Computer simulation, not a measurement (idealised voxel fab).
process module | voxel released beams
cross-section cut | 170 nm wide | cells 5 nm
A cross-section is a grid of square cells, given in bands from the top down. A band is one or more rows of cells.
Each band's line starts with the height of the band's top and of its bottom, in nm. Then come its materials from left to right, each with its width in nm. One material with "throughout" fills the band from edge to edge. "air" is empty space.
Height 0 is the level under which the wafer as received is all one material. The lowest band goes on downwards, as in "0 down".
A width such as "30 to 40" changes by the same amount from each row of cells to the next, from the band's top row to its bottom row.
"no change" after a step means that no cell of the cross-section changed.
closed voids: empty space of 8 cells or more with no open way to the top, each as width x height at its distance from the left edge, in nm
after a step's settings: what the simulator itself notes on the step
overlay nm, on a step with a mask: how far to the right of its planned place the mask lay; to the left if negative
plan
1 op RECEIVE | material Si
2 op CONFORMAL_DEP | material SiN | thk nm 5
3 op DIRECTIONAL_DEP | material SiO2 | thk nm 20
4 op DIRECTIONAL_DEP | material aC | thk nm 15
5 op PATTERN | tone open | mask id ANCHOR | material resist | width nm 45 | thk nm 30 | overlay nm -15
6 op DIRECTIONAL_ETCH | etch materials aC | depth nm 15
7 op STRIP | etch materials resist
8 op DIRECTIONAL_ETCH | etch materials SiO2 | depth nm 20
9 op STRIP | etch materials aC
10 op CONFORMAL_DEP | material polySi | thk nm 15
11 op DIRECTIONAL_DEP | material aC | thk nm 10
12 op PATTERN | tone cover | mask id BEAM | material resist | width nm 90 | thk nm 25 | overlay nm 0
13 op DIRECTIONAL_ETCH | etch materials aC | depth nm 10
14 op STRIP | etch materials resist
15 op DIRECTIONAL_ETCH | etch materials polySi | depth nm 15
16 op STRIP | etch materials aC
17 op STRIP | etch materials SiO2
varied across the wafers: overlay nm of step 5. The plan shows the first wafer's value. All wafers start alike
first wafer as received, after step 1
  0 down: Si throughout
  closed voids: none
first wafer at the end, after step 17
  40 to 25: air 35 | polySi 5 | air 15 | polySi 70 | air 45
  25 to 20: air 25 | polySi 15 | air 15 | polySi 15 | air 100
  20 to 5: air 25 | polySi 45 | air 100
  5 to 0: SiN throughout
  0 down: Si throughout
  closed voids: none
last wafer at the end
  40 to 25: air 35 | polySi 35 | air 15 | polySi 40 | air 45
  25 to 20: air 55 | polySi 15 | air 15 | polySi 15 | air 70
  20 to 5: air 55 | polySi 45 | air 70
  5 to 0: SiN throughout
  0 down: Si throughout
  closed voids: none
each wafer at the end: cells of each material gained (+) or lost (-) since it was received, then its closed voids
overlay nm -15 | +34 SiN | +78 polySi | closed voids: none
overlay nm -10 | +34 SiN | +78 polySi | closed voids: none
overlay nm -5 | +34 SiN | +78 polySi | closed voids: none
overlay nm 0 | +34 SiN | +78 polySi | closed voids: none
overlay nm 5 | +34 SiN | +78 polySi | closed voids: none
overlay nm 10 | +34 SiN | +78 polySi | closed voids: none
overlay nm 15 | +34 SiN | +78 polySi | closed voids: none
